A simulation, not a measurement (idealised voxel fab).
Process module under the name voxel wiring stack
Displayed cross-section: cut, width of 190 nm, square cells sized 5 nm.
Cross-section, as written here: a square-cell grid given band by band from the top down, where a band holds one or more rows of cells. The band entry comprises the height of the band's top followed by the height of its bottom, expressed in nm, and subsequently the band's materials from left to right, each stated together with its width in nm. Where a single material is marked with the word "everywhere", that material fills the band from edge to edge. The word "blank" represents empty space. Heights from 0 (as-received wafer is one material below). Bottom band endless downward, as "0..down". A width such as "30->40" changes by the same amount from each row of cells to the next, from the band's top row to its bottom row. Any step labelled "same as before" changed none of the cells in the cross-section. "Closed cavity list" - sealed voids, min. 8 cells, no opening to top; format: width x height at distance (distance from left edge; nm throughout). Past the settings on a step's line: simulator remark, on that step. Steps that use a mask can have "overlay nm" on their line. It says how far the mask sat to the right of where it was meant to be. Negative means to the left.

[Below is the list of planned process steps]
| 1 | op RECEIVE | material Si |
| 2 | op CONFORMAL_DEP | material SiO2 | thk nm 15 |
| 3 | op CONFORMAL_DEP | material SiN | thk nm 5 |
| 4 | op DIRECTIONAL_DEP | material lowk | thk nm 25 |
| 5 | op PATTERN | tone open | mask id METAL_1 | material resist | width nm 20 | pitch nm 40 | thk nm 15 | overlay nm 0 |
| 6 | op DIRECTIONAL_ETCH | etch materials lowk | depth nm 25 |
| 7 | op DIRECTIONAL_ETCH | etch materials SiN | depth nm 5 |
| 8 | op STRIP | etch materials resist |
| 9 | op CONFORMAL_DEP | material TiN | thk nm 5 |
| 10 | op FILL_DEP | material W | thk nm 10 |
| 11 | op CMP | height nm 45 |
| 12 | op EPI | material Ru | thk nm 5 |
| 13 | op FILL_DEP | material SiCN | thk nm 5 |
| 14 | op DIRECTIONAL_DEP | material lowk | thk nm 30 |
| 15 | op DIRECTIONAL_DEP | material aC | thk nm 10 |
| 16 | op PATTERN | tone open | mask id METAL_2 | material resist | width nm 20 | pitch nm 40 | thk nm 25 | overlay nm 0 |
| 17 | op DIRECTIONAL_ETCH | etch materials aC | depth nm 10 |
| 18 | op STRIP | etch materials resist |
| 19 | op DIRECTIONAL_ETCH | etch materials lowk | depth nm 20 |
| 20 | op STRIP | etch materials aC |
| 21 | op PATTERN | tone open | mask id METAL_2_HOLES | material resist | width nm 15 | pitch nm 40 | thk nm 20 | overlay nm 0 |
| 22 | op DIRECTIONAL_ETCH | etch materials lowk | depth nm 10 |
| 23 | op DIRECTIONAL_ETCH | etch materials SiCN | depth nm 5 |
| 24 | op STRIP | etch materials resist |
| 25 | op CONFORMAL_DEP | material TiN | thk nm 5 |
| 26 | op FILL_DEP | material Ru | thk nm 5 |
| 27 | op CMP | height nm 85 |
| 28 | op CONFORMAL_DEP | material SiCN | thk nm 5 |
| 29 | op DIRECTIONAL_DEP | material lowk | thk nm 15 |
| 30 | op DIRECTIONAL_DEP | material aC | thk nm 15 |
| 31 | op PATTERN | tone open | mask id PLUG_2 | material resist | width nm 15 | thk nm 30 | overlay nm 0 |
| 32 | op DIRECTIONAL_ETCH | etch materials aC | depth nm 15 |
| 33 | op STRIP | etch materials resist |
| 34 | op DIRECTIONAL_ETCH | etch materials lowk | depth nm 15 |
| 35 | op DIRECTIONAL_ETCH | etch materials SiCN | depth nm 5 |
| 36 | op STRIP | etch materials aC |
| 37 | op CONFORMAL_DEP | material TiN | thk nm 5 |
| 38 | op FILL_DEP | material Cu | thk nm 5 |
| 39 | op CMP | height nm 105 |
| 40 | op CONFORMAL_DEP | material SiCN | thk nm 5 |
| 41 | op DIRECTIONAL_DEP | material SiO2 | thk nm 15 |
| 42 | op PATTERN | tone open | mask id METAL_3 | material resist | width nm 20 | pitch nm 40 | thk nm 20 | overlay nm 0 |
| 43 | op DIRECTIONAL_ETCH | etch materials SiO2 | depth nm 15 |
| 44 | op DIRECTIONAL_ETCH | etch materials SiCN | depth nm 5 |
| 45 | op STRIP | etch materials resist |
| 46 | op CONFORMAL_DEP | material TiN | thk nm 5 |
| 47 | op FILL_DEP | material Cu | thk nm 10 |
| 48 | op CMP | height nm 125 |
| 49 | op CONFORMAL_DEP | material SiN | thk nm 5 |

[As-received wafer cross-section (after step 1)]
- 0..down = Si everywhere
- Closed cavity list: none

[Looking at the first of two wafers in cross-section at end of module - ran to plan]
- 130..125 = SiN everywhere
- 125..110 = SiO2: 65 / TiN: 5 / Cu: 10 / TiN: 5 / SiO2: 20 / TiN: 5 / Cu: 10 / TiN: 5 / SiO2: 65
- 110..105 = SiCN: 65 / TiN: 20 / SiCN: 20 / TiN: 20 / SiCN: 65
- 105..90 = lowk: 65 / TiN: 5 / Cu: 5 / TiN: 5 / lowk: 110
- 90..85 = SiCN: 65 / TiN: 15 / SiCN: 110
- 85..70 = lowk: 65 / TiN: 5 / Ru: 10 / TiN: 5 / lowk: 20 / TiN: 5 / Ru: 10 / TiN: 5 / lowk: 65
- 70..65 = lowk: 65 / TiN: 5 / Ru: 5 / TiN: 10 / lowk: 20 / TiN: 5 / Ru: 5 / TiN: 10 / lowk: 65
- 65..55 = lowk: 65 / TiN: 5 / Ru: 5 / TiN: 5 / lowk: 25 / TiN: 5 / Ru: 5 / TiN: 5 / lowk: 70
- 55..50 = SiCN: 65 / TiN: 15 / SiCN: 25 / TiN: 15 / SiCN: 70
- 50..45 = SiCN: 60 / Ru: 30 / SiCN: 10 / Ru: 30 / SiCN: 60
- 45..20 = lowk: 65 / TiN: 5 / W: 10 / TiN: 5 / lowk: 20 / TiN: 5 / W: 10 / TiN: 5 / lowk: 65
- 20..15 = SiN: 65 / TiN: 20 / SiN: 20 / TiN: 20 / SiN: 65
- 15..0 = SiO2 everywhere
- 0..down = Si everywhere
- Closed cavity list: none

[Wafer two, sectioned after the module: the first wafer's start, the first wafer's plan, and one mistake in how it was run]
- 130..125 = SiN everywhere
- 125..110 = SiO2: 65 / TiN: 5 / Cu: 10 / TiN: 5 / SiO2: 20 / TiN: 5 / Cu: 10 / TiN: 5 / SiO2: 65
- 110..105 = SiCN: 65 / TiN: 20 / SiCN: 20 / TiN: 20 / SiCN: 65
- 105..100 = TiN: 70 / Cu: 5 / TiN: 115
- 100..85 = lowk: 65 / TiN: 5 / Cu: 5 / TiN: 5 / lowk: 110
- 85..80 = SiCN: 65 / TiN: 15 / SiCN: 110
- 80..70 = lowk: 65 / TiN: 5 / Ru: 10 / TiN: 5 / lowk: 20 / TiN: 5 / Ru: 10 / TiN: 5 / lowk: 65
- 70..65 = lowk: 65 / TiN: 5 / Ru: 5 / TiN: 10 / lowk: 20 / TiN: 5 / Ru: 5 / TiN: 10 / lowk: 65
- 65..55 = lowk: 65 / TiN: 5 / Ru: 5 / TiN: 5 / lowk: 25 / TiN: 5 / Ru: 5 / TiN: 5 / lowk: 70
- 55..50 = SiCN: 65 / TiN: 15 / SiCN: 25 / TiN: 15 / SiCN: 70
- 50..45 = SiCN: 60 / Ru: 30 / SiCN: 10 / Ru: 30 / SiCN: 60
- 45..20 = lowk: 65 / TiN: 5 / W: 10 / TiN: 5 / lowk: 20 / TiN: 5 / W: 10 / TiN: 5 / lowk: 65
- 20..15 = SiN: 65 / TiN: 20 / SiN: 20 / TiN: 20 / SiN: 65
- 15..0 = SiO2 everywhere
- 0..down = Si everywhere
- Closed cavity list: none
The plan and the run diverged here: step 27 off recipe, ran as op CMP | height nm 80
at the end the second wafer has, in cells: 1 more of Cu, 4 fewer of Ru, 33 more of TiN, 30 fewer of lowk
